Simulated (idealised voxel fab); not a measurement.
The following process module bears the name voxel gate over fins.
Section cut is 225 nm wide and gridded with 5 nm square cells.
Format of a cross-section: grid, square cells. Given as bands. Order: top down. Band: one or more rows of cells. In this notation a band is specified by the heights of its top and bottom, in that order and in nm, after which its materials appear from left to right, each paired with its width in nm. The word "throughout" attached to a single material means that material fills the band from edge to edge; the word "empty" stands for empty space. It should be noted that heights are counted from 0, beneath which the wafer as supplied is of one material throughout, and that the lowest band possesses no lower boundary but continues downward, as written in "0 and below". Width spec "30->40" -> top row of cells at first value, bottom row at second value, equal per-row change in between. Given "nothing changed" for a step, no cell of the cross-section differs between before and after that step. "Voids, sealed" specifies each empty space that is not open to the top and that occupies no fewer than 8 cells, using the form width x height at distance, the distance measured from the left edge and all three quantities in nm. Heads up: the bit after the settings on a step's line is the simulator's remark on that step. overlay nm: right-of-plan distance of the mask on a masked step; negative values mean left-of-plan.

Steps in the process plan
step 1: RECEIVE, material Si
step 2: CONFORMAL_DEP, material SiN, thk nm 10
step 3: PATTERN, tone cover, mask id FINS, material resist, width nm 15, pitch nm 35, thk nm 20, overlay nm 0
step 4: DIRECTIONAL_ETCH, etch materials SiN, depth nm 10
step 5: DIRECTIONAL_ETCH, etch materials Si, depth nm 30
step 6: STRIP, etch materials resist
step 7: OXIDIZE, depth nm 5
step 8: FILL_DEP, material SiO2, thk nm 10
step 9: CMP, height nm 10
step 10: SELECTIVE_ETCH, etch materials SiO2, depth nm 25
step 11: STRIP, etch materials SiN
step 12: CONFORMAL_DEP, material HfO2, thk nm 5
step 13: CONFORMAL_DEP, material TiN, thk nm 5
step 14: CONFORMAL_DEP, material TiAl, thk nm 5
step 15: CONFORMAL_DEP, material TiN, thk nm 5
step 16: FILL_DEP, material W, thk nm 15
step 17: CMP, height nm 30
step 18: CONFORMAL_DEP, material SiN, thk nm 10

Wafer, first of two, run as planned

Cross-section of the wafer as it came to us, i.e., already through step 1
  0 and below = Si throughout
  Voids, sealed: none

Step 2 done - wafer cross-section
  10 down to 0 = SiN throughout
  Whatever lies below 0 is exactly as it was before.

Step 3 done - wafer cross-section
  30 down to 10 = 70 empty  15 resist  20 empty  15 resist  20 empty  15 resist  70 empty
  Whatever lies below 10 is exactly as it was before.

Step 4 done - wafer cross-section
  30 down to 10 = 70 empty  15 resist  20 empty  15 resist  20 empty  15 resist  70 empty
  10 down to 0 = 70 empty  15 SiN  20 empty  15 SiN  20 empty  15 SiN  70 empty
  Whatever lies below 0 is exactly as it was before.

Step 5 done - wafer cross-section
  30 down to 10 = 70 empty  15 resist  20 empty  15 resist  20 empty  15 resist  70 empty
  10 down to 0 = 70 empty  15 SiN  20 empty  15 SiN  20 empty  15 SiN  70 empty
  0 down to -30 = 70 empty  15 Si  20 empty  15 Si  20 empty  15 Si  70 empty
  Whatever lies below -30 is exactly as it was before.

Step 6 done - wafer cross-section
  10 down to 0 = 70 empty  15 SiN  20 empty  15 SiN  20 empty  15 SiN  70 empty
  Whatever lies below 0 is exactly as it was before.

Step 7 done - wafer cross-section
  10 down to 0 = 70 empty  15 SiN  20 empty  15 SiN  20 empty  15 SiN  70 empty
  0 down to -30 = 70 empty  5 SiO2  5 Si  5 SiO2  20 empty  5 SiO2  5 Si  5 SiO2  20 empty  5 SiO2  5 Si  5 SiO2  70 empty
  -30 down to -35 = 75 SiO2  5 Si  30 SiO2  5 Si  30 SiO2  5 Si  75 SiO2
  Whatever lies below -35 is exactly as it was before.

Step 8 done - wafer cross-section
  20 down to 10 = SiO2 throughout
  10 down to 0 = 70 SiO2  15 SiN  20 SiO2  15 SiN  20 SiO2  15 SiN  70 SiO2
  0 down to -35 = 75 SiO2  5 Si  30 SiO2  5 Si  30 SiO2  5 Si  75 SiO2
  Whatever lies below -35 is exactly as it was before.

Step 9 done - wafer cross-section
  10 down to 0 = 70 SiO2  15 SiN  20 SiO2  15 SiN  20 SiO2  15 SiN  70 SiO2
  Whatever lies below 0 is exactly as it was before.

Step 10 done - wafer cross-section
  10 down to 0 = 70 empty  15 SiN  20 empty  15 SiN  20 empty  15 SiN  70 empty
  0 down to -15 = 75 empty  5 Si  30 empty  5 Si  30 empty  5 Si  75 empty
  Whatever lies below -15 is exactly as it was before.

Step 11 done - wafer cross-section
  0 down to -15 = 75 empty  5 Si  30 empty  5 Si  30 empty  5 Si  75 empty
  Whatever lies below -15 is exactly as it was before.

Step 12 done - wafer cross-section
  5 down to 0 = 70 empty  15 HfO2  20 empty  15 HfO2  20 empty  15 HfO2  70 empty
  0 down to -10 = 70 empty  5 HfO2  5 Si  5 HfO2  20 empty  5 HfO2  5 Si  5 HfO2  20 empty  5 HfO2  5 Si  5 HfO2  70 empty
  -10 down to -15 = 75 HfO2  5 Si  30 HfO2  5 Si  30 HfO2  5 Si  75 HfO2
  Whatever lies below -15 is exactly as it was before.

Step 13 done - wafer cross-section
  10 down to 5 = 65 empty  25 TiN  10 empty  25 TiN  10 empty  25 TiN  65 empty
  5 down to 0 = 65 empty  5 TiN  15 HfO2  5 TiN  10 empty  5 TiN  15 HfO2  5 TiN  10 empty  5 TiN  15 HfO2  5 TiN  65 empty
  0 down to -5 = 65 empty  5 TiN  5 HfO2  5 Si  5 HfO2  5 TiN  10 empty  5 TiN  5 HfO2  5 Si  5 HfO2  5 TiN  10 empty  5 TiN  5 HfO2  5 Si  5 HfO2  5 TiN  65 empty
  -5 down to -10 = 70 TiN  5 HfO2  5 Si  5 HfO2  20 TiN  5 HfO2  5 Si  5 HfO2  20 TiN  5 HfO2  5 Si  5 HfO2  70 TiN
  Whatever lies below -10 is exactly as it was before.

Step 14 done - wafer cross-section
  15 down to 10 = 60 empty  105 TiAl  60 empty
  10 down to 5 = 60 empty  5 TiAl  25 TiN  10 TiAl  25 TiN  10 TiAl  25 TiN  5 TiAl  60 empty
  5 down to 0 = 60 empty  5 TiAl  5 TiN  15 HfO2  5 TiN  10 TiAl  5 TiN  15 HfO2  5 TiN  10 TiAl  5 TiN  15 HfO2  5 TiN  5 TiAl  60 empty
  0 down to -5 = 65 TiAl  5 TiN  5 HfO2  5 Si  5 HfO2  5 TiN  10 TiAl  5 TiN  5 HfO2  5 Si  5 HfO2  5 TiN  10 TiAl  5 TiN  5 HfO2  5 Si  5 HfO2  5 TiN  65 TiAl
  Whatever lies below -5 is exactly as it was before.

Step 15 done - wafer cross-section
  20 down to 15 = 55 empty  115 TiN  55 empty
  15 down to 10 = 55 empty  5 TiN  105 TiAl  5 TiN  55 empty
  10 down to 5 = 55 empty  5 TiN  5 TiAl  25 TiN  10 TiAl  25 TiN  10 TiAl  25 TiN  5 TiAl  5 TiN  55 empty
  5 down to 0 = 60 TiN  5 TiAl  5 TiN  15 HfO2  5 TiN  10 TiAl  5 TiN  15 HfO2  5 TiN  10 TiAl  5 TiN  15 HfO2  5 TiN  5 TiAl  60 TiN
  Whatever lies below 0 is exactly as it was before.

Step 16 done - wafer cross-section
  35 down to 20 = W throughout
  20 down to 15 = 55 W  115 TiN  55 W
  15 down to 10 = 55 W  5 TiN  105 TiAl  5 TiN  55 W
  10 down to 5 = 55 W  5 TiN  5 TiAl  25 TiN  10 TiAl  25 TiN  10 TiAl  25 TiN  5 TiAl  5 TiN  55 W
  Whatever lies below 5 is exactly as it was before.

Step 17 done - wafer cross-section
  30 down to 20 = W throughout
  Whatever lies below 20 is exactly as it was before.

Step 18 done - wafer cross-section
  40 down to 30 = SiN throughout
  Whatever lies below 30 is exactly as it was before.

The second wafer was prepared from the same starting point and under the same plan as the first; its processing contained one mistake, and it remains indistinguishable from the first wafer up to and including step 4

Second wafer profile in section, at the moment step 5 of the plan was meant to be complete
  30 down to 10 = 70 empty  15 resist  20 empty  15 resist  20 empty  15 resist  70 empty
  10 down to 0 = 70 empty  15 SiN  20 empty  15 SiN  20 empty  15 SiN  70 empty
  0 down to -60 = 70 empty  15 Si  20 empty  15 Si  20 empty  15 Si  70 empty
  Whatever lies below -60 is exactly as it was before.

Second wafer profile in section, at the moment step 6 of the plan was meant to be complete
  10 down to 0 = 70 empty  15 SiN  20 empty  15 SiN  20 empty  15 SiN  70 empty
  Whatever lies below 0 is exactly as it was before.

Second wafer profile in section, at the moment step 7 of the plan was meant to be complete
  10 down to 0 = 70 empty  15 SiN  20 empty  15 SiN  20 empty  15 SiN  70 empty
  0 down to -60 = 70 empty  5 SiO2  5 Si  5 SiO2  20 empty  5 SiO2  5 Si  5 SiO2  20 empty  5 SiO2  5 Si  5 SiO2  70 empty
  -60 down to -65 = 75 SiO2  5 Si  30 SiO2  5 Si  30 SiO2  5 Si  75 SiO2
  Whatever lies below -65 is exactly as it was before.

Second wafer profile in section, at the moment step 8 of the plan was meant to be complete
  20 down to 10 = SiO2 throughout
  10 down to 0 = 70 SiO2  15 SiN  20 SiO2  15 SiN  20 SiO2  15 SiN  70 SiO2
  0 down to -65 = 75 SiO2  5 Si  30 SiO2  5 Si  30 SiO2  5 Si  75 SiO2
  Whatever lies below -65 is exactly as it was before.

Second wafer profile in section, at the moment step 9 of the plan was meant to be complete
  10 down to 0 = 70 SiO2  15 SiN  20 SiO2  15 SiN  20 SiO2  15 SiN  70 SiO2
  Whatever lies below 0 is exactly as it was before.

Second wafer profile in section, at the moment step 10 of the plan was meant to be complete
  10 down to 0 = 70 empty  15 SiN  20 empty  15 SiN  20 empty  15 SiN  70 empty
  0 down to -15 = 75 empty  5 Si  30 empty  5 Si  30 empty  5 Si  75 empty
  Whatever lies below -15 is exactly as it was before.

Second wafer profile in section, at the moment step 11 of the plan was meant to be complete
  0 down to -15 = 75 empty  5 Si  30 empty  5 Si  30 empty  5 Si  75 empty
  Whatever lies below -15 is exactly as it was before.

Second wafer profile in section, at the moment step 12 of the plan was meant to be complete
  5 down to 0 = 70 empty  15 HfO2  20 empty  15 HfO2  20 empty  15 HfO2  70 empty
  0 down to -10 = 70 empty  5 HfO2  5 Si  5 HfO2  20 empty  5 HfO2  5 Si  5 HfO2  20 empty  5 HfO2  5 Si  5 HfO2  70 empty
  -10 down to -15 = 75 HfO2  5 Si  30 HfO2  5 Si  30 HfO2  5 Si  75 HfO2
  Whatever lies below -15 is exactly as it was before.

Second wafer profile in section, at the moment step 13 of the plan was meant to be complete
  10 down to 5 = 65 empty  25 TiN  10 empty  25 TiN  10 empty  25 TiN  65 empty
  5 down to 0 = 65 empty  5 TiN  15 HfO2  5 TiN  10 empty  5 TiN  15 HfO2  5 TiN  10 empty  5 TiN  15 HfO2  5 TiN  65 empty
  0 down to -5 = 65 empty  5 TiN  5 HfO2  5 Si  5 HfO2  5 TiN  10 empty  5 TiN  5 HfO2  5 Si  5 HfO2  5 TiN  10 empty  5 TiN  5 HfO2  5 Si  5 HfO2  5 TiN  65 empty
  -5 down to -10 = 70 TiN  5 HfO2  5 Si  5 HfO2  20 TiN  5 HfO2  5 Si  5 HfO2  20 TiN  5 HfO2  5 Si  5 HfO2  70 TiN
  Whatever lies below -10 is exactly as it was before.

Second wafer profile in section, at the moment step 14 of the plan was meant to be complete
  15 down to 10 = 60 empty  105 TiAl  60 empty
  10 down to 5 = 60 empty  5 TiAl  25 TiN  10 TiAl  25 TiN  10 TiAl  25 TiN  5 TiAl  60 empty
  5 down to 0 = 60 empty  5 TiAl  5 TiN  15 HfO2  5 TiN  10 TiAl  5 TiN  15 HfO2  5 TiN  10 TiAl  5 TiN  15 HfO2  5 TiN  5 TiAl  60 empty
  0 down to -5 = 65 TiAl  5 TiN  5 HfO2  5 Si  5 HfO2  5 TiN  10 TiAl  5 TiN  5 HfO2  5 Si  5 HfO2  5 TiN  10 TiAl  5 TiN  5 HfO2  5 Si  5 HfO2  5 TiN  65 TiAl
  Whatever lies below -5 is exactly as it was before.

Second wafer profile in section, at the moment step 15 of the plan was meant to be complete
  20 down to 15 = 55 empty  115 TiN  55 empty
  15 down to 10 = 55 empty  5 TiN  105 TiAl  5 TiN  55 empty
  10 down to 5 = 55 empty  5 TiN  5 TiAl  25 TiN  10 TiAl  25 TiN  10 TiAl  25 TiN  5 TiAl  5 TiN  55 empty
  5 down to 0 = 60 TiN  5 TiAl  5 TiN  15 HfO2  5 TiN  10 TiAl  5 TiN  15 HfO2  5 TiN  10 TiAl  5 TiN  15 HfO2  5 TiN  5 TiAl  60 TiN
  Whatever lies below 0 is exactly as it was before.

Second wafer profile in section, at the moment step 16 of the plan was meant to be complete
  35 down to 20 = W throughout
  20 down to 15 = 55 W  115 TiN  55 W
  15 down to 10 = 55 W  5 TiN  105 TiAl  5 TiN  55 W
  10 down to 5 = 55 W  5 TiN  5 TiAl  25 TiN  10 TiAl  25 TiN  10 TiAl  25 TiN  5 TiAl  5 TiN  55 W
  Whatever lies below 5 is exactly as it was before.

Second wafer profile in section, at the moment step 17 of the plan was meant to be complete
  30 down to 20 = W throughout
  Whatever lies below 20 is exactly as it was before.

Second wafer profile in section, at the moment step 18 of the plan was meant to be complete
  40 down to 30 = SiN throughout
  Whatever lies below 30 is exactly as it was before.
Deviation noted in wafer processing: execution of plan step 5 occurred twice
Final tally in cells, some materials are higher or lower on the second wafer than on the first: 252 fewer of Si | 252 more of SiO2
